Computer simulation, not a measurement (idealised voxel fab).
Documented hereafter: the process module known as voxel transistor to metal.
We display cut, a cross-section 270 nm in width whose square cells are each 5 nm.
For the purposes of this document, a cross-section shall be understood as a grid of square cells, specified as bands listed in top-to-bottom order, each band consisting of one or more rows of cells. Top, bottom (nm), then materials left to right with widths (nm); lone material tagged "throughout" fills the whole band edge to edge; "blank" = empty space. Height reference: 0 = level under which incoming wafer is all one material. Lowest band: no bottom, runs on downward, e.g. "from 0 down". Quick explanation for "30..40": the width changes in equal steps down the rows of cells, from the first number in the band's top row to the second number in its bottom row. Basically "nothing changed" means that step didn't change any cell in the cross-section. The list in "Closed void register" covers empty spaces of 8 cells or more that cannot reach the top through any open way, and it gives each as width x height at distance; the distance is from the left edge, and width, height and distance are in nm. Past the settings on a step's line: simulator remark, on that step. On any step carrying a mask, the "overlay nm" setting, if present on the step's line, tells how far right of its planned place the mask lay; negative values point to the left. Read the rest as pairs. Take the cross-section before one process step, then the cross-section after it, which shows only down to the lowest band that changed. Under the pair, find the step between them and its settings. Bear in mind that pairs may come from different runs of this module on the same starting wafer: link a pair to the pair above it only where its entry headed "Preceding state" says to.

## Preceding state
> from 35 to 25 = blank=70, SiCN=15, blank=100, SiCN=15, blank=70
> from 25 to 0 = blank=70, polySi=15, blank=100, polySi=15, blank=70
> from 0 to -5 = SiO2=20, blank=50, polySi=15, blank=40, SiO2=10, blank=50, polySi=15, blank=40, SiO2=30
> from -5 to -10 = SiO2 throughout
> from -10 to -35 = SiO2=30, Si=90, SiO2=25, Si=90, SiO2=35
> from -35 down = Si throughout
> Closed void register: none

## Post-Process View
> from 40 to 35 = blank=65, SiO2=25, blank=90, SiO2=25, blank=65
> from 35 to 25 = blank=65, SiO2=5, SiCN=15, SiO2=5, blank=90, SiO2=5, SiCN=15, SiO2=5, blank=65
> from 25 to 5 = blank=65, SiO2=5, polySi=15, SiO2=5, blank=90, SiO2=5, polySi=15, SiO2=5, blank=65
> from 5 to 0 = SiO2=25, blank=40, SiO2=5, polySi=15, SiO2=5, blank=30, SiO2=20, blank=40, SiO2=5, polySi=15, SiO2=5, blank=30, SiO2=35
> from 0 to -5 = SiO2=70, polySi=15, SiO2=100, polySi=15, SiO2=70
> Below -5 it's all the same as before, nothing changed down there.
> Closed void register: none
Step that separates the before view from the after view above: CONFORMAL_DEP (material SiO2; thk nm 5)

Preceding state: = after-state of the pair above.

## Post-Process View
> from 35 to 25 = blank=65, SiO2=5, SiCN=15, SiO2=5, blank=90, SiO2=5, SiCN=15, SiO2=5, blank=65
> from 25 to 0 = blank=65, SiO2=5, polySi=15, SiO2=5, blank=90, SiO2=5, polySi=15, SiO2=5, blank=65
> from 0 to -5 = SiO2=25, blank=40, SiO2=5, polySi=15, SiO2=5, blank=30, SiO2=20, blank=40, SiO2=5, polySi=15, SiO2=5, blank=30, SiO2=35
> Below -5 it's all the same as before, nothing changed down there.
> Closed void register: none
Step that separates the before view from the after view above: DIRECTIONAL_ETCH (etch materials SiO2; depth nm 5)

Preceding state: = after-state of the pair above.

## Post-Process View
> from 45 to 35 = blank=55, SiN=45, blank=70, SiN=45, blank=55
> from 35 to 25 = blank=55, SiN=10, SiO2=5, SiCN=15, SiO2=5, SiN=10, blank=70, SiN=10, SiO2=5, SiCN=15, SiO2=5, SiN=10, blank=55
> from 25 to 10 = blank=55, SiN=10, SiO2=5, polySi=15, SiO2=5, SiN=10, blank=70, SiN=10, SiO2=5, polySi=15, SiO2=5, SiN=10, blank=55
> from 10 to 5 = SiN=35, blank=20, SiN=10, SiO2=5, polySi=15, SiO2=5, SiN=10, blank=10, SiN=40, blank=20, SiN=10, SiO2=5, polySi=15, SiO2=5, SiN=10, blank=10, SiN=45
> from 5 to 0 = SiN=65, SiO2=5, polySi=15, SiO2=5, SiN=90, SiO2=5, polySi=15, SiO2=5, SiN=65
> from 0 to -5 = SiO2=25, SiN=40, SiO2=5, polySi=15, SiO2=5, SiN=30, SiO2=20, SiN=40, SiO2=5, polySi=15, SiO2=5, SiN=30, SiO2=35
> Below -5 it's all the same as before, nothing changed down there.
> Closed void register: none
Step that separates the before view from the after view above: CONFORMAL_DEP (material SiN; thk nm 10)

Preceding state: = after-state of the pair above.

## Post-Process View
> from 35 to 25 = blank=55, SiN=10, SiO2=5, SiCN=15, SiO2=5, SiN=10, blank=70, SiN=10, SiO2=5, SiCN=15, SiO2=5, SiN=10, blank=55
> from 25 to 0 = blank=55, SiN=10, SiO2=5, polySi=15, SiO2=5, SiN=10, blank=70, SiN=10, SiO2=5, polySi=15, SiO2=5, SiN=10, blank=55
> from 0 to -5 = SiO2=25, SiN=10, blank=20, SiN=10, SiO2=5, polySi=15, SiO2=5, SiN=10, blank=10, SiN=10, SiO2=20, SiN=10, blank=20, SiN=10, SiO2=5, polySi=15, SiO2=5, SiN=10, blank=10, SiN=10, SiO2=35
> Below -5 it's all the same as before, nothing changed down there.
> Closed void register: none
Step that separates the before view from the after view above: DIRECTIONAL_ETCH (etch materials SiN; depth nm 10)

Preceding state: = after-state of the pair above.

## Post-Process View
> from 35 to 30 = blank=55, SiN=10, blank=5, SiCN=15, blank=5, SiN=10, blank=70, SiN=10, blank=5, SiCN=15, blank=5, SiN=10, blank=55
> from 30 to 25 = blank=55, SiN=10, SiO2=5, SiCN=15, SiO2=5, SiN=10, blank=70, SiN=10, SiO2=5, SiCN=15, SiO2=5, SiN=10, blank=55
> from 25 to 0 = blank=55, SiN=10, SiO2=5, polySi=15, SiO2=5, SiN=10, blank=70, SiN=10, SiO2=5, polySi=15, SiO2=5, SiN=10, blank=55
> from 0 to -5 = blank=25, SiN=10, blank=20, SiN=10, SiO2=5, polySi=15, SiO2=5, SiN=10, blank=10, SiN=10, blank=20, SiN=10, blank=20, SiN=10, SiO2=5, polySi=15, SiO2=5, SiN=10, blank=10, SiN=10, blank=35
> from -5 to -10 = SiO2=35, blank=20, SiO2=45, blank=10, SiO2=40, blank=20, SiO2=45, blank=10, SiO2=45
> Below -10 it's all the same as before, nothing changed down there.
> Closed void register: none
Step that separates the before view from the after view above: DIRECTIONAL_ETCH (etch materials SiO2; depth nm 5)

Preceding state: = after-state of the pair above.

## Post-Process View
> from 35 to 30 = blank=55, SiN=10, blank=5, SiCN=15, blank=5, SiN=10, blank=70, SiN=10, blank=5, SiCN=15, blank=5, SiN=10, blank=55
> from 30 to 25 = blank=55, SiN=10, SiO2=5, SiCN=15, SiO2=5, SiN=10, blank=70, SiN=10, SiO2=5, SiCN=15, SiO2=5, SiN=10, blank=55
> from 25 to 0 = blank=55, SiN=10, SiO2=5, polySi=15, SiO2=5, SiN=10, blank=70, SiN=10, SiO2=5, polySi=15, SiO2=5, SiN=10, blank=55
> from 0 to -5 = blank=25, SiN=10, blank=20, SiN=10, SiO2=5, polySi=15, SiO2=5, SiN=10, blank=10, SiN=10, blank=20, SiN=10, blank=20, SiN=10, SiO2=5, polySi=15, SiO2=5, SiN=10, blank=10, SiN=10, blank=35
> from -5 to -10 = SiO2=35, blank=20, SiO2=45, blank=10, SiO2=40, blank=20, SiO2=45, blank=10, SiO2=45
> from -10 to -25 = SiO2=30, Si=5, blank=20, Si=45, blank=10, Si=10, SiO2=25, Si=5, blank=20, Si=45, blank=10, Si=10, SiO2=35
> Below -25 it's all the same as before, nothing changed down there.
> Closed void register: none
Step that separates the before view from the after view above: DIRECTIONAL_ETCH (etch materials Si; depth nm 15)

Preceding state: = after-state of the pair above.

## Post-Process View
> from 35 to 30 = blank=55, SiN=10, blank=5, SiCN=15, blank=5, SiN=10, blank=70, SiN=10, blank=5, SiCN=15, blank=5, SiN=10, blank=55
> from 30 to 25 = blank=55, SiN=10, SiO2=5, SiCN=15, SiO2=5, SiN=10, blank=70, SiN=10, SiO2=5, SiCN=15, SiO2=5, SiN=10, blank=55
> from 25 to 5 = blank=55, SiN=10, SiO2=5, polySi=15, SiO2=5, SiN=10, blank=70, SiN=10, SiO2=5, polySi=15, SiO2=5, SiN=10, blank=55
> from 5 to 0 = blank=30, nSi=25, SiN=10, SiO2=5, polySi=15, SiO2=5, SiN=10, nSi=15, blank=30, nSi=25, SiN=10, SiO2=5, polySi=15, SiO2=5, SiN=10, nSi=15, blank=40
> from 0 to -5 = blank=25, SiN=10, nSi=20, SiN=10, SiO2=5, polySi=15, SiO2=5, SiN=10, nSi=10, SiN=10, blank=20, SiN=10, nSi=20, SiN=10, SiO2=5, polySi=15, SiO2=5, SiN=10, nSi=10, SiN=10, blank=35
> from -5 to -10 = SiO2=35, nSi=20, SiO2=45, nSi=10, SiO2=40, nSi=20, SiO2=45, nSi=10, SiO2=45
> from -10 to -25 = SiO2=30, Si=5, nSi=20, Si=45, nSi=10, Si=10, SiO2=25, Si=5, nSi=20, Si=45, nSi=10, Si=10, SiO2=35
> Below -25 it's all the same as before, nothing changed down there.
> Closed void register: none
Step that separates the before view from the after view above: EPI (material nSi; thk nm 15)

Preceding state: = after-state of the pair above.

## Post-Process View
> from 45 to 35 = SiO2 throughout
> from 35 to 25 = SiO2=55, SiN=10, SiO2=5, SiCN=15, SiO2=5, SiN=10, SiO2=70, SiN=10, SiO2=5, SiCN=15, SiO2=5, SiN=10, SiO2=55
> from 25 to 5 = SiO2=55, SiN=10, SiO2=5, polySi=15, SiO2=5, SiN=10, SiO2=70, SiN=10, SiO2=5, polySi=15, SiO2=5, SiN=10, SiO2=55
> from 5 to 0 = SiO2=30, nSi=25, SiN=10, SiO2=5, polySi=15, SiO2=5, SiN=10, nSi=15, SiO2=30, nSi=25, SiN=10, SiO2=5, polySi=15, SiO2=5, SiN=10, nSi=15, SiO2=40
> from 0 to -5 = SiO2=25, SiN=10, nSi=20, SiN=10, SiO2=5, polySi=15, SiO2=5, SiN=10, nSi=10, SiN=10, SiO2=20, SiN=10, nSi=20, SiN=10, SiO2=5, polySi=15, SiO2=5, SiN=10, nSi=10, SiN=10, SiO2=35
> Below -5 it's all the same as before, nothing changed down there.
> Closed void register: none
Step that separates the before view from the after view above: FILL_DEP (material SiO2; thk nm 10)

Preceding state: = after-state of the pair above.

## Post-Process View
> from 35 to 25 = SiO2=55, SiN=10, SiO2=5, SiCN=15, SiO2=5, SiN=10, SiO2=70, SiN=10, SiO2=5, SiCN=15, SiO2=5, SiN=10, SiO2=55
> Below 25 it's all the same as before, nothing changed down there.
> Closed void register: none
Step that separates the before view from the after view above: CMP (height nm 35)

Preceding state: = after-state of the pair above.

## Post-Process View
> from 50 to 35 = SiO2 throughout
> Below 35 it's all the same as before, nothing changed down there.
> Closed void register: none
Step that separates the before view from the after view above: DIRECTIONAL_DEP (material SiO2; thk nm 15)

Preceding state: = after-state of the pair above.

## Post-Process View
> from 65 to 50 = aC throughout
> Below 50 it's all the same as before, nothing changed down there.
> Closed void register: none
Step that separates the before view from the after view above: DIRECTIONAL_DEP (material aC; thk nm 15)

Preceding state: = after-state of the pair above.

## Post-Process View
> from 100 to 65 = resist=35, blank=30, resist=25, blank=30, resist=30, blank=30, resist=25, blank=30, resist=35
> Below 65 it's all the same as before, nothing changed down there.
> Closed void register: none
Step that separates the before view from the after view above: PATTERN (tone open; mask id CONTACT; material resist; width nm 30; thk nm 35; overlay nm 0)

Preceding state: = after-state of the pair above.

## Post-Process View
> from 85 to 65 = resist=35, blank=30, resist=25, blank=30, resist=30, blank=30, resist=25, blank=30, resist=35
> from 65 to 50 = aC=35, blank=30, aC=25, blank=30, aC=30, blank=30, aC=25, blank=30, aC=35
> Below 50 it's all the same as before, nothing changed down there.
> Closed void register: none
Step that separates the before view from the after view above: DIRECTIONAL_ETCH (etch materials aC; depth nm 15)

Preceding state: = after-state of the pair above.

## Post-Process View
> from 65 to 50 = aC=35, blank=30, aC=25, blank=30, aC=30, blank=30, aC=25, blank=30, aC=35
> Below 50 it's all the same as before, nothing changed down there.
> Closed void register: none
Step that separates the before view from the after view above: STRIP (etch materials resist)

Preceding state: = after-state of the pair above.

## Post-Process View
> from 65 to 50 = aC=35, blank=30, aC=25, blank=30, aC=30, blank=30, aC=25, blank=30, aC=35
> from 50 to 35 = SiO2=35, blank=30, SiO2=25, blank=30, SiO2=30, blank=30, SiO2=25, blank=30, SiO2=35
> from 35 to 25 = SiO2=35, blank=20, SiN=10, SiO2=5, SiCN=15, SiO2=5, SiN=10, blank=20, SiO2=30, blank=20, SiN=10, SiO2=5, SiCN=15, SiO2=5, SiN=10, blank=20, SiO2=35
> from 25 to 5 = SiO2=35, blank=20, SiN=10, SiO2=5, polySi=15, SiO2=5, SiN=10, blank=20, SiO2=30, blank=20, SiN=10, SiO2=5, polySi=15, SiO2=5, SiN=10, blank=20, SiO2=35
> Below 5 it's all the same as before, nothing changed down there.
> Closed void register: none
Step that separates the before view from the after view above: DIRECTIONAL_ETCH (etch materials SiO2; depth nm 45)

Preceding state: = after-state of the pair above.

## Post-Process View
> from 50 to 35 = SiO2=35, blank=30, SiO2=25, blank=30, SiO2=30, blank=30, SiO2=25, blank=30, SiO2=35
> Below 35 it's all the same as before, nothing changed down there.
> Closed void register: none
Step that separates the before view from the after view above: STRIP (etch materials aC)

Preceding state: = after-state of the pair above.

## Post-Process View
> from 55 to 50 = TiN=40, blank=20, TiN=35, blank=20, TiN=40, blank=20, TiN=35, blank=20, TiN=40
> from 50 to 40 = SiO2=35, TiN=5, blank=20, TiN=5, SiO2=25, TiN=5, blank=20, TiN=5, SiO2=30, TiN=5, blank=20, TiN=5, SiO2=25, TiN=5, blank=20, TiN=5, SiO2=35
> from 40 to 35 = SiO2=35, TiN=5, blank=10, TiN=15, SiO2=25, TiN=15, blank=10, TiN=5, SiO2=30, TiN=5, blank=10, TiN=15, SiO2=25, TiN=15, blank=10, TiN=5, SiO2=35
> from 35 to 25 = SiO2=35, TiN=5, blank=10, TiN=5, SiN=10, SiO2=5, SiCN=15, SiO2=5, SiN=10, TiN=5, blank=10, TiN=5, SiO2=30, TiN=5, blank=10, TiN=5, SiN=10, SiO2=5, SiCN=15, SiO2=5, SiN=10, TiN=5, blank=10, TiN=5, SiO2=35
> from 25 to 10 = SiO2=35, TiN=5, blank=10, TiN=5, SiN=10, SiO2=5, polySi=15, SiO2=5, SiN=10, TiN=5, blank=10, TiN=5, SiO2=30, TiN=5, blank=10, TiN=5, SiN=10, SiO2=5, polySi=15, SiO2=5, SiN=10, TiN=5, blank=10, TiN=5, SiO2=35
> from 10 to 5 = SiO2=35, TiN=20, SiN=10, SiO2=5, polySi=15, SiO2=5, SiN=10, TiN=20, SiO2=30, TiN=20, SiN=10, SiO2=5, polySi=15, SiO2=5, SiN=10, TiN=20, SiO2=35
> Below 5 it's all the same as before, nothing changed down there.
> Closed void register: none
Step that separates the before view from the after view above: CONFORMAL_DEP (material TiN; thk nm 5)

Preceding state: = after-state of the pair above.

## Post-Process View
> from 65 to 55 = W throughout
> from 55 to 50 = TiN=40, W=20, TiN=35, W=20, TiN=40, W=20, TiN=35, W=20, TiN=40
> from 50 to 40 = SiO2=35, TiN=5, W=20, TiN=5, SiO2=25, TiN=5, W=20, TiN=5, SiO2=30, TiN=5, W=20, TiN=5, SiO2=25, TiN=5, W=20, TiN=5, SiO2=35
> from 40 to 35 = SiO2=35, TiN=5, W=10, TiN=15, SiO2=25, TiN=15, W=10, TiN=5, SiO2=30, TiN=5, W=10, TiN=15, SiO2=25, TiN=15, W=10, TiN=5, SiO2=35
> from 35 to 25 = SiO2=35, TiN=5, W=10, TiN=5, SiN=10, SiO2=5, SiCN=15, SiO2=5, SiN=10, TiN=5, W=10, TiN=5, SiO2=30, TiN=5, W=10, TiN=5, SiN=10, SiO2=5, SiCN=15, SiO2=5, SiN=10, TiN=5, W=10, TiN=5, SiO2=35
> from 25 to 10 = SiO2=35, TiN=5, W=10, TiN=5, SiN=10, SiO2=5, polySi=15, SiO2=5, SiN=10, TiN=5, W=10, TiN=5, SiO2=30, TiN=5, W=10, TiN=5, SiN=10, SiO2=5, polySi=15, SiO2=5, SiN=10, TiN=5, W=10, TiN=5, SiO2=35
> Below 10 it's all the same as before, nothing changed down there.
> Closed void register: none
Step that separates the before view from the after view above: FILL_DEP (material W; thk nm 10)

Preceding state: = after-state of the pair above.

## Post-Process View
> from 50 to 40 = SiO2=35, TiN=5, W=20, TiN=5, SiO2=25, TiN=5, W=20, TiN=5, SiO2=30, TiN=5, W=20, TiN=5, SiO2=25, TiN=5, W=20, TiN=5, SiO2=35
> Below 40 it's all the same as before, nothing changed down there.
> Closed void register: none
Step that separates the before view from the after view above: CMP (height nm 50)

Preceding state: = after-state of the pair above.

## Post-Process View
> from 55 to 50 = TiN throughout
> Below 50 it's all the same as before, nothing changed down there.
> Closed void register: none
Step that separates the before view from the after view above: DIRECTIONAL_DEP (material TiN; thk nm 5)

Preceding state: = after-state of the pair above.

## Post-Process View
> from 70 to 55 = Ru throughout
> Below 55 it's all the same as before, nothing changed down there.
> Closed void register: none
Step that separates the before view from the after view above: DIRECTIONAL_DEP (material Ru; thk nm 15)

Preceding state: = after-state of the pair above.

## Post-Process View
> from 70 to 55 = blank=35, Ru=15, blank=55, Ru=15, blank=30, Ru=15, blank=55, Ru=15, blank=35
> Below 55 it's all the same as before, nothing changed down there.
> Closed void register: none
Step that separates the before view from the after view above: MASKED_ETCH (tone cover; mask id METAL_1; width nm 15; etch materials Ru; depth nm 15; overlay nm 0)

Preceding state: = after-state of the pair above.

## Post-Process View
> from 70 to 55 = blank=35, Ru=15, blank=55, Ru=15, blank=30, Ru=15, blank=55, Ru=15, blank=35
> from 55 to 50 = blank=35, TiN=15, blank=55, TiN=15, blank=30, TiN=15, blank=55, TiN=15, blank=35
> Below 50 it's all the same as before, nothing changed down there.
> Closed void register: none
Step that separates the before view from the after view above: MASKED_ETCH (tone cover; mask id METAL_1; width nm 15; etch materials TiN; depth nm 5; overlay nm 0)

Preceding state: = after-state of the pair above.

## Post-Process View
> from 75 to 70 = blank=30, SiCN=25, blank=45, SiCN=25, blank=20, SiCN=25, blank=45, SiCN=25, blank=30
> from 70 to 55 = blank=30, SiCN=5, Ru=15, SiCN=5, blank=45, SiCN=5, Ru=15, SiCN=5, blank=20, SiCN=5, Ru=15, SiCN=5, blank=45, SiCN=5, Ru=15, SiCN=5, blank=30
> from 55 to 50 = SiCN=35, TiN=15, SiCN=55, TiN=15, SiCN=30, TiN=15, SiCN=55, TiN=15, SiCN=35
> Below 50 it's all the same as before, nothing changed down there.
> Closed void register: none
Step that separates the before view from the after view above: CONFORMAL_DEP (material SiCN; thk nm 5)

Preceding state: = after-state of the pair above.

## Post-Process View
> from 80 to 75 = SiO2 throughout
> from 75 to 70 = SiO2=30, SiCN=25, SiO2=45, SiCN=25, SiO2=20, SiCN=25, SiO2=45, SiCN=25, SiO2=30
> from 70 to 55 = SiO2=30, SiCN=5, Ru=15, SiCN=5, SiO2=45, SiCN=5, Ru=15, SiCN=5, SiO2=20, SiCN=5, Ru=15, SiCN=5, SiO2=45, SiCN=5, Ru=15, SiCN=5, SiO2=30
> Below 55 it's all the same as before, nothing changed down there.
> Closed void register: none
Step that separates the before view from the after view above: FILL_DEP (material SiO2; thk nm 5)

Preceding state: = after-state of the pair above.

## Post-Process View
> from 70 to 55 = SiO2=30, SiCN=5, Ru=15, SiCN=5, SiO2=45, SiCN=5, Ru=15, SiCN=5, SiO2=20, SiCN=5, Ru=15, SiCN=5, SiO2=45, SiCN=5, Ru=15, SiCN=5, SiO2=30
> Below 55 it's all the same as before, nothing changed down there.
> Closed void register: none
Step that separates the before view from the after view above: CMP (height nm 70)

Preceding state: = after-state of the pair above.

## Post-Process View
> from 75 to 70 = SiCN throughout
> Below 70 it's all the same as before, nothing changed down there.
> Closed void register: none
Step that separates the before view from the after view above: CONFORMAL_DEP (material SiCN; thk nm 5)

## Preceding state
> from 10 to 0 = blank=30, SiN=95, blank=20, SiN=95, blank=30
> from 0 to -5 = blank=30, SiO2=95, blank=20, SiO2=95, blank=30
> from -5 to -30 = blank=30, SiO2=5, Si=85, SiO2=5, blank=20, SiO2=5, Si=85, SiO2=5, blank=30
> from -30 to -35 = SiO2=35, Si=85, SiO2=30, Si=85, SiO2=35
> from -35 down = Si throughout
> Closed void register: none

## Post-Process View
> from 20 to 10 = SiCN throughout
> from 10 to 0 = SiCN=30, SiN=95, SiCN=20, SiN=95, SiCN=30
> from 0 to -5 = SiCN=30, SiO2=95, SiCN=20, SiO2=95, SiCN=30
> from -5 to -30 = SiCN=30, SiO2=5, Si=85, SiO2=5, SiCN=20, SiO2=5, Si=85, SiO2=5, SiCN=30
> Below -30 it's all the same as before, nothing changed down there.
> Closed void register: none
Step that separates the before view from the after view above: FILL_DEP (material SiCN; thk nm 10)

Preceding state: = after-state of the pair above.

## Post-Process View
> from 10 to 0 = SiCN=30, SiN=95, SiCN=20, SiN=95, SiCN=30
> Below 0 it's all the same as before, nothing changed down there.
> Closed void register: none
Step that separates the before view from the after view above: CMP (height nm 10)

Preceding state: = after-state of the pair above.

## Post-Process View
> from 10 to 0 = SiCN=30, blank=95, SiCN=20, blank=95, SiCN=30
> Below 0 it's all the same as before, nothing changed down there.
> Closed void register: none
Step that separates the before view from the after view above: STRIP (etch materials SiN)

Preceding state: = after-state of the pair above.

## Post-Process View
> from 10 to -5 = SiCN=30, blank=95, SiCN=20, blank=95, SiCN=30
> Below -5 it's all the same as before, nothing changed down there.
> Closed void register: none
Step that separates the before view from the after view above: SELECTIVE_ETCH (etch materials SiO2; depth nm 5)

Preceding state: = after-state of the pair above.

## Post-Process View
> from 10 to -5 = SiCN=30, blank=95, SiCN=20, blank=95, SiCN=30
> from -5 to -10 = SiCN=30, SiO2=95, SiCN=20, SiO2=95, SiCN=30
> Below -10 it's all the same as before, nothing changed down there.
> Closed void register: none
Step that separates the before view from the after view above: OXIDIZE (depth nm 5)

Preceding state: = after-state of the pair above.

## Post-Process View
> from 40 to 25 = polySi=30, blank=95, polySi=20, blank=95, polySi=30
> from 25 to 10 = polySi throughout
> from 10 to -5 = SiCN=30, polySi=95, SiCN=20, polySi=95, SiCN=30
> Below -5 it's all the same as before, nothing changed down there.
> Closed void register: none
Step that separates the before view from the after view above: DIRECTIONAL_DEP (material polySi; thk nm 30)

Preceding state: = after-state of the pair above.

## Post-Process View
> from 50 to 40 = SiCN=30, blank=95, SiCN=20, blank=95, SiCN=30
> from 40 to 35 = polySi=30, blank=95, polySi=20, blank=95, polySi=30
> from 35 to 25 = polySi=30, SiCN=95, polySi=20, SiCN=95, polySi=30
> Below 25 it's all the same as before, nothing changed down there.
> Closed void register: none
Step that separates the before view from the after view above: DIRECTIONAL_DEP (material SiCN; thk nm 10)

Preceding state: = after-state of the pair above.

## Post-Process View
> from 40 to 35 = polySi=30, blank=95, polySi=20, blank=95, polySi=30
> from 35 to 25 = polySi=30, blank=40, SiCN=15, blank=40, polySi=20, blank=40, SiCN=15, blank=40, polySi=30
> Below 25 it's all the same as before, nothing changed down there.
> Closed void register: none
Step that separates the before view from the after view above: MASKED_ETCH (tone cover; mask id GATE; width nm 15; pitch nm 115; etch materials SiCN; depth nm 20; overlay nm 0)

Preceding state: = after-state of the pair above.

## Post-Process View
> from 35 to 25 = blank=70, SiCN=15, blank=100, SiCN=15, blank=70
> from 25 to 10 = blank=70, polySi=15, blank=100, polySi=15, blank=70
> from 10 to -5 = SiCN=30, blank=40, polySi=15, blank=40, SiCN=20, blank=40, polySi=15, blank=40, SiCN=30
> Below -5 it's all the same as before, nothing changed down there.
> Closed void register: none
Step that separates the before view from the after view above: MASKED_ETCH (tone cover; mask id GATE; width nm 15; pitch nm 115; etch materials polySi; depth nm 40; overlay nm 0)

Preceding state: = after-state of the pair above.

## Post-Process View
> from 40 to 35 = blank=65, SiO2=25, blank=90, SiO2=25, blank=65
> from 35 to 25 = blank=65, SiO2=5, SiCN=15, SiO2=5, blank=90, SiO2=5, SiCN=15, SiO2=5, blank=65
> from 25 to 15 = blank=65, SiO2=5, polySi=15, SiO2=5, blank=90, SiO2=5, polySi=15, SiO2=5, blank=65
> from 15 to 10 = SiO2=35, blank=30, SiO2=5, polySi=15, SiO2=5, blank=30, SiO2=30, blank=30, SiO2=5, polySi=15, SiO2=5, blank=30, SiO2=35
> from 10 to 0 = SiCN=30, SiO2=5, blank=30, SiO2=5, polySi=15, SiO2=5, blank=30, SiO2=5, SiCN=20, SiO2=5, blank=30, SiO2=5, polySi=15, SiO2=5, blank=30, SiO2=5, SiCN=30
> from 0 to -5 = SiCN=30, SiO2=40, polySi=15, SiO2=40, SiCN=20, SiO2=40, polySi=15, SiO2=40, SiCN=30
> Below -5 it's all the same as before, nothing changed down there.
> Closed void register: none
Step that separates the before view from the after view above: CONFORMAL_DEP (material SiO2; thk nm 5)

Preceding state: = after-state of the pair above.

## Post-Process View
> from 35 to 25 = blank=65, SiO2=5, SiCN=15, SiO2=5, blank=90, SiO2=5, SiCN=15, SiO2=5, blank=65
> from 25 to 10 = blank=65, SiO2=5, polySi=15, SiO2=5, blank=90, SiO2=5, polySi=15, SiO2=5, blank=65
> from 10 to -5 = SiCN=30, SiO2=5, blank=30, SiO2=5, polySi=15, SiO2=5, blank=30, SiO2=5, SiCN=20, SiO2=5, blank=30, SiO2=5, polySi=15, SiO2=5, blank=30, SiO2=5, SiCN=30
> Below -5 it's all the same as before, nothing changed down there.
> Closed void register: none
Step that separates the before view from the after view above: DIRECTIONAL_ETCH (etch materials SiO2; depth nm 5)

Preceding state: = after-state of the pair above.

## Post-Process View
> from 45 to 35 = blank=55, SiN=45, blank=70, SiN=45, blank=55
> from 35 to 25 = blank=55, SiN=10, SiO2=5, SiCN=15, SiO2=5, SiN=10, blank=70, SiN=10, SiO2=5, SiCN=15, SiO2=5, SiN=10, blank=55
> from 25 to 20 = blank=55, SiN=10, SiO2=5, polySi=15, SiO2=5, SiN=10, blank=70, SiN=10, SiO2=5, polySi=15, SiO2=5, SiN=10, blank=55
> from 20 to 10 = SiN=45, blank=10, SiN=10, SiO2=5, polySi=15, SiO2=5, SiN=10, blank=10, SiN=50, blank=10, SiN=10, SiO2=5, polySi=15, SiO2=5, SiN=10, blank=10, SiN=45
> from 10 to 5 = SiCN=30, SiO2=5, SiN=10, blank=10, SiN=10, SiO2=5, polySi=15, SiO2=5, SiN=10, blank=10, SiN=10, SiO2=5, SiCN=20, SiO2=5, SiN=10, blank=10, SiN=10, SiO2=5, polySi=15, SiO2=5, SiN=10, blank=10, SiN=10, SiO2=5, SiCN=30
> from 5 to -5 = SiCN=30, SiO2=5, SiN=30, SiO2=5, polySi=15, SiO2=5, SiN=30, SiO2=5, SiCN=20, SiO2=5, SiN=30, SiO2=5, polySi=15, SiO2=5, SiN=30, SiO2=5, SiCN=30
> Below -5 it's all the same as before, nothing changed down there.
> Closed void register: none
Step that separates the before view from the after view above: CONFORMAL_DEP (material SiN; thk nm 10)

Preceding state: = after-state of the pair above.

## Post-Process View
> from 35 to 25 = blank=55, SiN=10, SiO2=5, SiCN=15, SiO2=5, SiN=10, blank=70, SiN=10, SiO2=5, SiCN=15, SiO2=5, SiN=10, blank=55
> from 25 to 10 = blank=55, SiN=10, SiO2=5, polySi=15, SiO2=5, SiN=10, blank=70, SiN=10, SiO2=5, polySi=15, SiO2=5, SiN=10, blank=55
> from 10 to -5 = SiCN=30, SiO2=5, SiN=10, blank=10, SiN=10, SiO2=5, polySi=15, SiO2=5, SiN=10, blank=10, SiN=10, SiO2=5, SiCN=20, SiO2=5, SiN=10, blank=10, SiN=10, SiO2=5, polySi=15, SiO2=5, SiN=10, blank=10, SiN=10, SiO2=5, SiCN=30
> Below -5 it's all the same as before, nothing changed down there.
> Closed void register: none
Step that separates the before view from the after view above: DIRECTIONAL_ETCH (etch materials SiN; depth nm 10)

Preceding state: = after-state of the pair above.

## Post-Process View
> from 35 to 30 = blank=55, SiN=10, blank=5, SiCN=15, blank=5, SiN=10, blank=70, SiN=10, blank=5, SiCN=15, blank=5, SiN=10, blank=55
> from 30 to 25 = blank=55, SiN=10, SiO2=5, SiCN=15, SiO2=5, SiN=10, blank=70, SiN=10, SiO2=5, SiCN=15, SiO2=5, SiN=10, blank=55
> from 25 to 10 = blank=55, SiN=10, SiO2=5, polySi=15, SiO2=5, SiN=10, blank=70, SiN=10, SiO2=5, polySi=15, SiO2=5, SiN=10, blank=55
> from 10 to 5 = SiCN=30, blank=5, SiN=10, blank=10, SiN=10, SiO2=5, polySi=15, SiO2=5, SiN=10, blank=10, SiN=10, blank=5, SiCN=20, blank=5, SiN=10, blank=10, SiN=10, SiO2=5, polySi=15, SiO2=5, SiN=10, blank=10, SiN=10, blank=5, SiCN=30
> from 5 to -5 = SiCN=30, SiO2=5, SiN=10, blank=10, SiN=10, SiO2=5, polySi=15, SiO2=5, SiN=10, blank=10, SiN=10, SiO2=5, SiCN=20, SiO2=5, SiN=10, blank=10, SiN=10, SiO2=5, polySi=15, SiO2=5, SiN=10, blank=10, SiN=10, SiO2=5, SiCN=30
> from -5 to -10 = SiCN=30, SiO2=15, blank=10, SiO2=45, blank=10, SiO2=15, SiCN=20, SiO2=15, blank=10, SiO2=45, blank=10, SiO2=15, SiCN=30
> Below -10 it's all the same as before, nothing changed down there.
> Closed void register: none
Step that separates the before view from the after view above: DIRECTIONAL_ETCH (etch materials SiO2; depth nm 5)
